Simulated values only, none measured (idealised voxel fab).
Process module name: voxel ribs on slabs
FYI the section here is cut, 255 nm wide, cells are 5 nm squares.
Heads up, the way a cross-section reads in here is a grid of square cells, handed over as bands from the top down, with every band being one or more rows of cells.
For a band, the entry starts with two heights in nm, that of the top and then that of the bottom, and carries on with the band's materials in order from left to right, each alongside its width in nm; the word "everywhere" beside a single material means it fills the band edge to edge, and "blank" means empty space.
A quick word on heights: they are counted from 0, and under that level the wafer as it came to us is one material throughout. The lowest band is different from the rest in having no bottom; it simply continues downward, written as in "from 0 down".
A width such as "30 to 40" changes by the same amount from each row of cells to the next, from the band's top row to its bottom row.
It should be understood that the words "nothing altered", when stated for a given step, signify that the cross-section underwent no change in any of its cells during that step.
If an empty space has no open way to the top and is at least 8 cells in size, "Sealed void inventory" lists it, written width x height at distance, where distance is measured from the left edge and every value is in nm.
Note: text after step settings on the step line = simulator remark on that step.
overlay nm: step with mask; distance mask lay right of planned place; negative value = left of planned place.
PLANNED PROCESS STEPS
1. RECEIVE with material Si
2. DIRECTIONAL_DEP with material SiO2, thk nm 30
3. DIRECTIONAL_DEP with material polySi, thk nm 25
4. MASKED_ETCH with tone cover, mask id RIB, width nm 25, etch materials polySi, depth nm 15, overlay nm 0
5. MASKED_ETCH with tone cover, mask id SLAB, width nm 75, etch materials polySi, depth nm 10, overlay nm 0
6. FILL_DEP with material SiO2, thk nm 15
7. CMP with height nm 65
8. DIRECTIONAL_DEP with material TiN, thk nm 10
9. PATTERN with tone cover, mask id HEATER, material resist, width nm 35, thk nm 15, overlay nm 0
10. DIRECTIONAL_ETCH with etch materials TiN, depth nm 10
11. STRIP with etch materials resist
12. CONFORMAL_DEP with material SiO2, thk nm 5
ON THE FIRST OF THE TWO WAFERS: RUN CONDUCTED ACCORDING TO PLAN
AS RECEIVED (POST STEP 1): CROSS-SECTION
  from 0 down | Si everywhere
  Sealed void inventory: none
AFTER STEP 2, IN CROSS-SECTION
  from 30 to 0 | SiO2 everywhere
  All layers under 0 are left as they were.
AFTER STEP 3, IN CROSS-SECTION
  from 55 to 30 | polySi everywhere
  All layers under 30 are left as they were.
AFTER STEP 4, IN CROSS-SECTION
  from 55 to 40 | blank=115 / polySi=25 / blank=115
  All layers under 40 are left as they were.
AFTER STEP 5, IN CROSS-SECTION
  from 55 to 40 | blank=115 / polySi=25 / blank=115
  from 40 to 30 | blank=90 / polySi=75 / blank=90
  All layers under 30 are left as they were.
AFTER STEP 6, IN CROSS-SECTION
  from 70 to 55 | SiO2 everywhere
  from 55 to 40 | SiO2=115 / polySi=25 / SiO2=115
  from 40 to 30 | SiO2=90 / polySi=75 / SiO2=90
  All layers under 30 are left as they were.
AFTER STEP 7, IN CROSS-SECTION
  from 65 to 55 | SiO2 everywhere
  All layers under 55 are left as they were.
AFTER STEP 8, IN CROSS-SECTION
  from 75 to 65 | TiN everywhere
  All layers under 65 are left as they were.
AFTER STEP 9, IN CROSS-SECTION
  from 90 to 75 | blank=110 / resist=35 / blank=110
  All layers under 75 are left as they were.
AFTER STEP 10, IN CROSS-SECTION
  from 90 to 75 | blank=110 / resist=35 / blank=110
  from 75 to 65 | blank=110 / TiN=35 / blank=110
  All layers under 65 are left as they were.
AFTER STEP 11, IN CROSS-SECTION
  from 75 to 65 | blank=110 / TiN=35 / blank=110
  All layers under 65 are left as they were.
AFTER STEP 12, IN CROSS-SECTION
  from 80 to 75 | blank=105 / SiO2=45 / blank=105
  from 75 to 70 | blank=105 / SiO2=5 / TiN=35 / SiO2=5 / blank=105
  from 70 to 65 | SiO2=110 / TiN=35 / SiO2=110
  All layers under 65 are left as they were.
SECOND WAFER - SHARED START AND PLAN WITH THE FIRST - ONE ERROR IN RUNNING - SAME AS THE FIRST UP TO STEP 11 INCLUSIVE
CROSS-SECTION, SECOND WAFER, AT THE END TIME THE PLAN GIVES FOR STEP 12
  from 80 to 70 | blank=105 / TiN=45 / blank=105
  from 70 to 65 | TiN everywhere
  All layers under 65 are left as they were.
Error vs. plan: step 12 changed vs plan, executed as CONFORMAL_DEP with material TiN, thk nm 5
Wrapping up, a cell-based count of both wafers puts the second over or under the first for these materials: -55 SiO2; +55 TiN
